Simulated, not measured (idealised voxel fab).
Process module in this document: voxel capacitor over wiring
Cross-section cut: width 210 nm, square cells of 5 nm.
Cross-section layout: square cells on a grid; listed as bands, top to bottom; a band spans one or more cell rows. Each band's line starts with the height of the band's top and of its bottom, in nm. Then come its materials from left to right, each with its width in nm. One material with "throughout" fills the band from edge to edge. "blank" is empty space. Ref level 0: as-received wafer is one material below here. Bottom band extends down with no lower bound ("0 and below"). Per-row width for "30 to 40": begins at first number (top row of band), ends at second number (bottom row), increment between rows held constant. "identical to before" (step): cross-section cells unchanged, all of them. Empty spaces without an open route to the top, at least 8 cells in extent, make up the entry "Enclosed void entries"; each is given as width x height at distance, where the distance is measured from the left edge, and all are in nm. What comes after the settings on a step's line is commentary from the simulator itself on that step. overlay nm: how far to the right of its planned place the mask lay on this masked step (negative: to the left).

-- The planned process steps are enumerated hereunder
1 RECEIVE | material Si
2 CONFORMAL_DEP | material SiO2 | thk nm 15
3 CONFORMAL_DEP | material SiN | thk nm 5
4 DIRECTIONAL_DEP | material lowk | thk nm 15
5 PATTERN | tone open | mask id METAL_1 | material resist | width nm 20 | pitch nm 75 | thk nm 20 | overlay nm 0
6 DIRECTIONAL_ETCH | etch materials lowk | depth nm 15
7 DIRECTIONAL_ETCH | etch materials SiN | depth nm 5
8 STRIP | etch materials resist
9 CONFORMAL_DEP | material TiN | thk nm 5
10 FILL_DEP | material Ru | thk nm 10
11 CMP | height nm 35
12 EPI | material Ru | thk nm 5
13 FILL_DEP | material SiCN | thk nm 5
14 DIRECTIONAL_DEP | material lowk | thk nm 10
15 MASKED_ETCH | tone open | mask id PLUG_1 | width nm 15 | etch materials lowk | depth nm 10 | overlay nm 0
16 MASKED_ETCH | tone open | mask id PLUG_1 | width nm 15 | etch materials SiCN | depth nm 5 | overlay nm 0
17 EPI | material Ru | thk nm 10
18 EPI | material Ru | thk nm 5
19 DIRECTIONAL_DEP | material TiN | thk nm 5
20 DIRECTIONAL_DEP | material Al2O3 | thk nm 5
21 DIRECTIONAL_DEP | material TiN | thk nm 5
22 DIRECTIONAL_DEP | material aC | thk nm 15
23 PATTERN | tone cover | mask id UPPER_PLATE | material resist | width nm 60 | thk nm 35 | overlay nm 0
24 DIRECTIONAL_ETCH | etch materials aC | depth nm 15
25 STRIP | etch materials resist
26 DIRECTIONAL_ETCH | etch materials TiN | depth nm 5
27 DIRECTIONAL_ETCH | etch materials Al2O3 | depth nm 5
28 STRIP | etch materials aC
29 MASKED_ETCH | tone cover | mask id LOWER_PLATE | width nm 70 | etch materials TiN | depth nm 5 | overlay nm 0
30 FILL_DEP | material SiO2 | thk nm 20
31 CMP | height nm 85
32 PATTERN | tone open | mask id PLUG_2 | material resist | width nm 15 | thk nm 20 | overlay nm 0
33 DIRECTIONAL_ETCH | etch materials SiO2 | depth nm 15
34 STRIP | etch materials resist
35 CONFORMAL_DEP | material TiN | thk nm 5
36 FILL_DEP | material Cu | thk nm 10
37 CMP | height nm 85
38 CONFORMAL_DEP | material SiCN | thk nm 5

-- As-received state of the wafer in cross-section, equivalent to post-step 1
- 0 and below  Si throughout
- Enclosed void entries: none

-- Post-module cross-section of the first of two wafers (run per plan)
- 90 down to 85  SiCN throughout
- 85 down to 75  70 nm SiO2, then 5 nm TiN, then 5 nm Cu, then 5 nm TiN, then 125 nm SiO2
- 75 down to 65  70 to 60 nm SiO2, then 15 to 60 nm TiN, then 125 to 90 nm SiO2
- 65 down to 60  60 nm SiO2, then 60 nm Al2O3, then 90 nm SiO2
- 60 down to 55  55 nm SiO2, then 70 nm TiN, then 85 nm SiO2
- 55 down to 45  60 nm lowk, then 15 nm Ru, then 135 nm lowk
- 45 down to 40  60 nm SiCN, then 15 nm Ru, then 135 nm SiCN
- 40 down to 35  50 nm SiCN, then 30 nm Ru, then 45 nm SiCN, then 30 nm Ru, then 55 nm SiCN
- 35 down to 20  55 nm lowk, then 5 nm TiN, then 10 nm Ru, then 5 nm TiN, then 55 nm lowk, then 5 nm TiN, then 10 nm Ru, then 5 nm TiN, then 60 nm lowk
- 20 down to 15  55 nm SiN, then 20 nm TiN, then 55 nm SiN, then 20 nm TiN, then 60 nm SiN
- 15 down to 0  SiO2 throughout
- 0 and below  Si throughout
- Enclosed void entries: none

-- Cross-section at end of module for the second wafer of two, which matched the first in starting point and plan and differed by one mistake in its processing
- 90 down to 85  SiCN throughout
- 85 down to 75  70 nm SiO2, then 5 nm TiN, then 5 nm Cu, then 5 nm TiN, then 125 nm SiO2
- 75 down to 65  70 to 60 nm SiO2, then 15 to 60 nm TiN, then 125 to 90 nm SiO2
- 65 down to 60  60 nm SiO2, then 60 nm Al2O3, then 90 nm SiO2
- 60 down to 55  55 nm SiO2, then 70 nm TiN, then 85 nm SiO2
- 55 down to 45  60 nm lowk, then 15 nm Ru, then 135 nm lowk
- 45 down to 40  60 nm SiCN, then 15 nm Ru, then 135 nm SiCN
- 40 down to 35  50 nm SiCN, then 30 nm Ru, then 45 nm SiCN, then 30 nm Ru, then 55 nm SiCN
- 35 down to 30  55 nm SiN, then 20 nm TiN, then 55 nm SiN, then 20 nm TiN, then 60 nm SiN
- 30 down to 0  SiO2 throughout
- 0 and below  Si throughout
- Enclosed void entries: none
Finding, execution versus plan: it should be noted that step 2 of the plan was executed twice
The second wafer ends with more or fewer cells of some materials than the first, per final count: 12 fewer of Ru; 126 more of SiO2; 12 fewer of TiN; 102 fewer of lowk
